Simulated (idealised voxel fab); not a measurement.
Process module, titled voxel ribs on slabs
Xsec cut, 265 nm wide, square cell size 5 nm.
When this document writes out a cross-section, it uses a grid of square cells and lists it as bands, beginning at the top and moving down, with a band standing for one or more rows of cells.
For a band, the entry starts with two heights in nm, that of the top and then that of the bottom, and carries on with the band's materials in order from left to right, each alongside its width in nm; the word "edge to edge" beside a single material means it fills the band edge to edge, and "empty" means empty space.
Ref level 0: as-received wafer is one material below here. Bottom band extends down with no lower bound ("0..down").
When a width is written as two numbers, as in "30->40", the first number is the width in the top row of cells of the band and the second is the width in its bottom row, and the width changes by the same amount from each row to the next.
It should be understood that the words "remained unchanged", when stated for a given step, signify that the cross-section underwent no change in any of its cells during that step.
The entry "Unvented cavities" lists the empty spaces that cover at least 8 cells and have no open path to the top. Each is written as width x height at distance, where the distance is measured from the left edge and all three values are in nm.
Formally, on a step line, whatever follows the settings is a remark that the simulator itself makes on the step.
"overlay nm" answers the question of how far to the right of plan the mask lay on a step that has a mask, and when it is negative the answer is to the left.
The process steps that were planned are listed below:
- 1: RECEIVE [material Si]
- 2: DIRECTIONAL_DEP [material SiO2] [thk nm 30]
- 3: DIRECTIONAL_DEP [material polySi] [thk nm 20]
- 4: DIRECTIONAL_DEP [material aC] [thk nm 15]
- 5: PATTERN [tone cover] [mask id RIB] [material resist] [width nm 30] [thk nm 35] [overlay nm 0]
- 6: DIRECTIONAL_ETCH [etch materials aC] [depth nm 15]
- 7: STRIP [etch materials resist]
- 8: DIRECTIONAL_ETCH [etch materials polySi] [depth nm 10]
- 9: STRIP [etch materials aC]
- 10: DIRECTIONAL_DEP [material aC] [thk nm 10]
- 11: PATTERN [tone cover] [mask id SLAB] [material resist] [width nm 80] [thk nm 25] [overlay nm 0]
- 12: DIRECTIONAL_ETCH [etch materials aC] [depth nm 10]
- 13: STRIP [etch materials resist]
- 14: DIRECTIONAL_ETCH [etch materials polySi] [depth nm 10]
- 15: STRIP [etch materials aC]
- 16: FILL_DEP [material SiO2] [thk nm 25]
- 17: CMP [height nm 70]
- 18: DIRECTIONAL_DEP [material W] [thk nm 10]
- 19: MASKED_ETCH [tone cover] [mask id HEATER] [width nm 40] [etch materials W] [depth nm 10] [overlay nm 0]
- 20: CONFORMAL_DEP [material SiO2] [thk nm 10]
As received, after step 1:
> 0..down | Si edge to edge
> Unvented cavities: none
Module complete, cross-section. Starting point and plan per above. One mistake made in running the module:
> 90..80 | empty (100)  SiO2 (60)  empty (105)
> 80..70 | SiO2 (110)  W (40)  SiO2 (115)
> 70..50 | W edge to edge
> 50..40 | W (115)  polySi (30)  W (120)
> 40..30 | W (90)  polySi (80)  W (95)
> 30..0 | SiO2 edge to edge
> 0..down | Si edge to edge
> Unvented cavities: none
Deviation from plan: for step 16, the planned setting was not used; the step was instead run as FILL_DEP [material W] [thk nm 25]
